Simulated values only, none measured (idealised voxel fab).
Presented below is a process module, voxel quadruple lines.
cross-section cut | 150 nm wide | cells 5 nm
Bands, listed from the top down, are how a cross-section gets written in this document; the cross-section itself is a grid of square cells, and a band is one or more rows of them.
It is stipulated that each band's entry specify, in nanometres, the height of the top of the band and then that of its bottom, followed by the materials of the band in left-to-right sequence, each together with its width in nanometres. A single material marked by the word "edge to edge" is understood to fill the band from edge to edge; the word "empty" is understood to denote empty space.
Heights are measured from 0, the level below which the as-received wafer is all one material; the lowest band has no bottom and continues downward, written as in "z 0 and below".
The expression "30..40" gives the width at the extremes of the band, the first number at its top row of cells and the second at its bottom row, with the width changing by equal amounts from each row to the next in between.
Where a step carries "everything unchanged", the cross-section came out of it unchanged, cell for cell.
Closed empty spaces (no open way to the top) of 8 cells or more are what "Closed void list" lists, each as width x height at distance from the left edge, nm for all three.
On each step's line, the part that comes after the settings is the simulator's own comment on the step.
The "overlay nm" setting may appear on a step's line; for a step that uses a mask, it gives how far to the right of its planned position the mask lay, and a negative value indicates the left.

## The steps planned for the process are as follows
1: RECEIVE [material Si]
2: CONFORMAL_DEP [material Al2O3] [thk nm 10]
3: DIRECTIONAL_DEP [material W] [thk nm 10]
4: DIRECTIONAL_DEP [material polySi] [thk nm 20]
5: DIRECTIONAL_DEP [material aC] [thk nm 20]
6: PATTERN [tone cover] [mask id MANDREL] [material resist] [width nm 30] [thk nm 30] [overlay nm 0]
7: DIRECTIONAL_ETCH [etch materials aC] [depth nm 20]
8: STRIP [etch materials resist]
9: CONFORMAL_DEP [material SiO2] [thk nm 10]
10: DIRECTIONAL_ETCH [etch materials SiO2] [depth nm 10]
11: STRIP [etch materials aC]
12: DIRECTIONAL_ETCH [etch materials polySi] [depth nm 20]
13: STRIP [etch materials SiO2]
14: CONFORMAL_DEP [material SiCN] [thk nm 10]
15: DIRECTIONAL_ETCH [etch materials SiCN] [depth nm 10]
16: STRIP [etch materials polySi]
17: DIRECTIONAL_ETCH [etch materials W] [depth nm 10]
18: STRIP [etch materials SiCN]

## Here's what the wafer looked like in cross-section when it arrived - that's after step 1
	z 0 and below  Si edge to edge
	Closed void list: none

## Cross-section, first of two wafers, end of module, run as planned
	z 20 to 10  empty: 40 | W: 10 | empty: 10 | W: 10 | empty: 10 | W: 10 | empty: 10 | W: 10 | empty: 40
	z 10 to 0  Al2O3 edge to edge
	z 0 and below  Si edge to edge
	Closed void list: none

## Cross-section at end of module for the second wafer of two, which matched the first in starting point and plan and differed by one mistake in its processing
	z 20 to 10  empty: 50 | W: 10 | empty: 10 | W: 10 | empty: 10 | W: 10 | empty: 50
	z 10 to 0  Al2O3 edge to edge
	z 0 and below  Si edge to edge
	Closed void list: none
Against the plan, the run slipped here: step 6 was run on a setting that differed from the plan, and what really ran there is PATTERN [tone open] [mask id MANDREL] [material resist] [width nm 30] [thk nm 30] [overlay nm 0]
Heads up, by the end the second wafer has more or fewer cells of some materials compared to the first: W -4
